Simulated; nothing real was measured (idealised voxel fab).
You're looking at the process module voxel self aligned contacts.
Cross-sectional view cut (width: 255 nm; square cell size: 5 nm).
Just so we're on the same page, the cross-sections are grids of square cells, and they're listed out in bands top to bottom, each band one or more rows deep.
It is stipulated that each band's entry specify, in nanometres, the height of the top of the band and then that of its bottom, followed by the materials of the band in left-to-right sequence, each together with its width in nanometres. A single material marked by the word "all across" is understood to fill the band from edge to edge; the word "empty" is understood to denote empty space.
Height reference: 0 = level under which incoming wafer is all one material. Lowest band: no bottom, runs on downward, e.g. "0 down".
Quick explanation for "30..40": the width changes in equal steps down the rows of cells, from the first number in the band's top row to the second number in its bottom row.
"stayed the same" for a step: no cell of the cross-section changed in that step.
The label "Unvented internal voids" introduces a list of the empty spaces, 8 cells or larger, that have no open way up to the top; each entry in it reads width x height at distance, where the distance is taken from the left edge and all three are stated in nm.
Whatever follows a step's settings on its line is a remark the simulator itself makes about that step.
On any step carrying a mask, the "overlay nm" setting, if present on the step's line, tells how far right of its planned place the mask lay; negative values point to the left.
Process steps foreseen in the plan:
| 1 | RECEIVE with material Si |
| 2 | CONFORMAL_DEP with material SiO2, thk nm 5 |
| 3 | DIRECTIONAL_DEP with material polySi, thk nm 30 |
| 4 | DIRECTIONAL_DEP with material SiN, thk nm 20 |
| 5 | MASKED_ETCH with tone cover, mask id GATE, width nm 35, pitch nm 80, etch materials SiN, depth nm 20, overlay nm 0 |
| 6 | MASKED_ETCH with tone cover, mask id GATE, width nm 35, pitch nm 80, etch materials polySi, depth nm 30, overlay nm 0 |
| 7 | CONFORMAL_DEP with material SiN, thk nm 10 |
| 8 | DIRECTIONAL_ETCH with etch materials SiN, depth nm 10 |
| 9 | FILL_DEP with material SiO2, thk nm 15 |
| 10 | CMP with height nm 65 |
| 11 | PATTERN with tone open, mask id CONTACT, material resist, width nm 65, thk nm 20, overlay nm 0 |
| 12 | DIRECTIONAL_ETCH with etch materials SiO2, depth nm 65 |
| 13 | STRIP with etch materials resist |
| 14 | CONFORMAL_DEP with material TiN, thk nm 5 |
| 15 | FILL_DEP with material Ru, thk nm 5 |
| 16 | CMP with height nm 65 |
| 17 | CONFORMAL_DEP with material SiCN, thk nm 5 |
Incoming wafer in cross-section (state: after step 1):
    0 down: Si all across
    Unvented internal voids: none
Here's the cross-section of the first of our two wafers at the end of the module - it ran as planned:
    70 to 65: SiCN all across
    65 to 55: SiO2 95 nm | TiN 5..25 nm | Ru 55..15 nm | TiN 5..25 nm | SiO2 95 nm
    55 to 35: SiO2 60 nm | SiN 55 nm | TiN 5 nm | Ru 15 nm | TiN 5 nm | SiN 55 nm | SiO2 60 nm
    35 to 5: SiO2 60 nm | SiN 10 nm | polySi 35 nm | SiN 10 nm | TiN 5 nm | Ru 15 nm | TiN 5 nm | SiN 10 nm | polySi 35 nm | SiN 10 nm | SiO2 60 nm
    5 to 0: SiO2 115 nm | TiN 25 nm | SiO2 115 nm
    0 down: Si all across
    Unvented internal voids: none
Cross-section, second wafer: same start as the first, same plan as the first, one mistake in running it; taken at the end of the module:
    70 to 65: SiCN all across
    65 to 55: SiO2 95 nm | TiN 5..20 nm | Ru 55..25 nm | TiN 5..20 nm | SiO2 95 nm
    55 to 40: SiO2 65 nm | SiN 45 nm | TiN 5 nm | Ru 25 nm | TiN 5 nm | SiN 45 nm | SiO2 65 nm
    40 to 35: SiO2 65 nm | SiN 45 nm | TiN 10 nm | Ru 15 nm | TiN 10 nm | SiN 45 nm | SiO2 65 nm
    35 to 5: SiO2 60 nm | SiN 10 nm | polySi 35 nm | SiN 10 nm | TiN 5 nm | Ru 15 nm | TiN 5 nm | SiN 10 nm | polySi 35 nm | SiN 10 nm | SiO2 60 nm
    5 to 0: SiO2 115 nm | TiN 25 nm | SiO2 115 nm
    0 down: Si all across
    Unvented internal voids: none
Against the plan, the run slipped here: rather than as planned, step 5 actually ran as MASKED_ETCH with tone cover, mask id GATE, width nm 25, pitch nm 80, etch materials SiN, depth nm 20, overlay nm 0
Counted in cells at the end, the second wafer holds more or fewer of these materials than the first: 8 more of Ru | 16 fewer of SiN | 8 more of SiO2
